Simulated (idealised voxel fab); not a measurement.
Documented hereafter: the process module known as voxel capacitor over wiring.
We display cut, a cross-section 275 nm in width whose square cells are each 5 nm.
Throughout this document, each cross-section is represented as a grid of square cells and is presented as a sequence of bands enumerated from the top downward, where a band comprises one or more rows of cells.
A band entry consists of two parts. The first gives the height of the band's top and the height of its bottom, in nm. The rest lists the band's materials from left to right, each with its width in nm. A single material labelled with the word "edge to edge" fills the band from edge to edge, and the word "blank" marks empty space.
Where do heights start? At 0: under that level the wafer as delivered is made of one material only. And the lowest band has no floor; it just carries on downward, as in "0..down".
Width: "30 to 40" (first number = top row, second number = bottom row, same change from row to row of cells).
Given "remains unaltered" for a step, no cell of the cross-section differs between before and after that step.
Closed-off voids of 8+ cells (no open route to the top) go in "Closed cavity list", written width x height at distance from the left edge, in nm.
Heads up: the bit after the settings on a step's line is the simulator's remark on that step.
For masked steps, "overlay nm" on the step line gives how far right of plan the mask actually lay; a minus sign means it lay to the left.

## The planned process steps are enumerated hereunder
- 1: RECEIVE (material Si)
- 2: CONFORMAL_DEP (material SiO2; thk nm 10)
- 3: DIRECTIONAL_DEP (material TiN; thk nm 5)
- 4: DIRECTIONAL_DEP (material W; thk nm 15)
- 5: DIRECTIONAL_DEP (material aC; thk nm 15)
- 6: PATTERN (tone cover; mask id METAL_1; material resist; width nm 25; pitch nm 80; thk nm 35; overlay nm 0)
- 7: DIRECTIONAL_ETCH (etch materials aC; depth nm 15)
- 8: STRIP (etch materials resist)
- 9: DIRECTIONAL_ETCH (etch materials W; depth nm 15)
- 10: DIRECTIONAL_ETCH (etch materials TiN; depth nm 5)
- 11: STRIP (etch materials aC)
- 12: CONFORMAL_DEP (material SiCN; thk nm 5)
- 13: FILL_DEP (material SiO2; thk nm 10)
- 14: CMP (height nm 30)
- 15: CONFORMAL_DEP (material SiCN; thk nm 5)
- 16: DIRECTIONAL_DEP (material SiO2; thk nm 10)
- 17: MASKED_ETCH (tone open; mask id PLUG_1; width nm 15; etch materials SiO2; depth nm 10; overlay nm 0)
- 18: MASKED_ETCH (tone open; mask id PLUG_1; width nm 15; etch materials SiCN; depth nm 5; overlay nm 0)
- 19: EPI (material Ru; thk nm 10)
- 20: EPI (material Ru; thk nm 5)
- 21: DIRECTIONAL_DEP (material TiN; thk nm 10)
- 22: DIRECTIONAL_DEP (material HfO2; thk nm 5)
- 23: DIRECTIONAL_DEP (material TiN; thk nm 5)
- 24: DIRECTIONAL_DEP (material aC; thk nm 15)
- 25: PATTERN (tone cover; mask id UPPER_PLATE; material resist; width nm 60; thk nm 30; overlay nm 0)
- 26: DIRECTIONAL_ETCH (etch materials aC; depth nm 15)
- 27: STRIP (etch materials resist)
- 28: DIRECTIONAL_ETCH (etch materials TiN; depth nm 5)
- 29: DIRECTIONAL_ETCH (etch materials HfO2; depth nm 5)
- 30: STRIP (etch materials aC)
- 31: MASKED_ETCH (tone cover; mask id LOWER_PLATE; width nm 70; etch materials TiN; depth nm 10; overlay nm 0)
- 32: FILL_DEP (material SiO2; thk nm 20)
- 33: CMP (height nm 80)
- 34: DIRECTIONAL_DEP (material aC; thk nm 10)
- 35: PATTERN (tone open; mask id PLUG_2; material resist; width nm 15; thk nm 30; overlay nm 0)
- 36: DIRECTIONAL_ETCH (etch materials aC; depth nm 10)
- 37: STRIP (etch materials resist)
- 38: DIRECTIONAL_ETCH (etch materials SiO2; depth nm 15)
- 39: STRIP (etch materials aC)
- 40: CONFORMAL_DEP (material TiN; thk nm 5)
- 41: FILL_DEP (material W; thk nm 5)
- 42: CMP (height nm 80)
- 43: CONFORMAL_DEP (material SiCN; thk nm 5)

## Received-state cross-section, reflecting completion of step 1
> 0..down | Si edge to edge
> Closed cavity list: none

## first wafer at the end, as planned
> 85..80 | SiCN edge to edge
> 80..70 | 105 SiO2; 5 TiN; 5 W; 5 TiN; 155 SiO2
> 70..60 | 105 to 95 SiO2; 15 to 60 TiN; 155 to 120 SiO2
> 60..55 | 95 SiO2; 60 HfO2; 120 SiO2
> 55..45 | 90 SiO2; 70 TiN; 115 SiO2
> 45..35 | 95 SiO2; 15 Ru; 165 SiO2
> 35..30 | 95 SiCN; 15 Ru; 165 SiCN
> 30..15 | 80 SiO2; 5 SiCN; 25 W; 5 SiCN; 45 SiO2; 5 SiCN; 25 W; 5 SiCN; 80 SiO2
> 15..10 | 85 SiCN; 25 TiN; 55 SiCN; 25 TiN; 85 SiCN
> 10..0 | SiO2 edge to edge
> 0..down | Si edge to edge
> Closed cavity list: none

## Cross-sectional view of the second of two wafers upon completion of the module. This wafer shared its starting condition and process plan with the first; one error was made during its execution
> 85..80 | SiCN edge to edge
> 80..70 | 105 SiO2; 5 TiN; 5 W; 5 TiN; 155 SiO2
> 70..60 | 105 to 95 SiO2; 15 to 60 TiN; 155 to 120 SiO2
> 60..55 | Ru edge to edge
> 55..45 | TiN edge to edge
> 45..35 | 95 SiO2; 15 Ru; 165 SiO2
> 35..30 | 95 SiCN; 15 Ru; 165 SiCN
> 30..15 | 80 SiO2; 5 SiCN; 25 W; 5 SiCN; 45 SiO2; 5 SiCN; 25 W; 5 SiCN; 80 SiO2
> 15..10 | 85 SiCN; 25 TiN; 55 SiCN; 25 TiN; 85 SiCN
> 10..0 | SiO2 edge to edge
> 0..down | Si edge to edge
> Closed cavity list: none
Deviation from plan: step 22 went in with a setting other than planned; the actual run was DIRECTIONAL_DEP (material Ru; thk nm 5)
The final cell counts differ between the wafers, with the second having more or fewer of some materials than the first: HfO2: 12 fewer; Ru: 55 more; SiO2: 125 fewer; TiN: 82 more
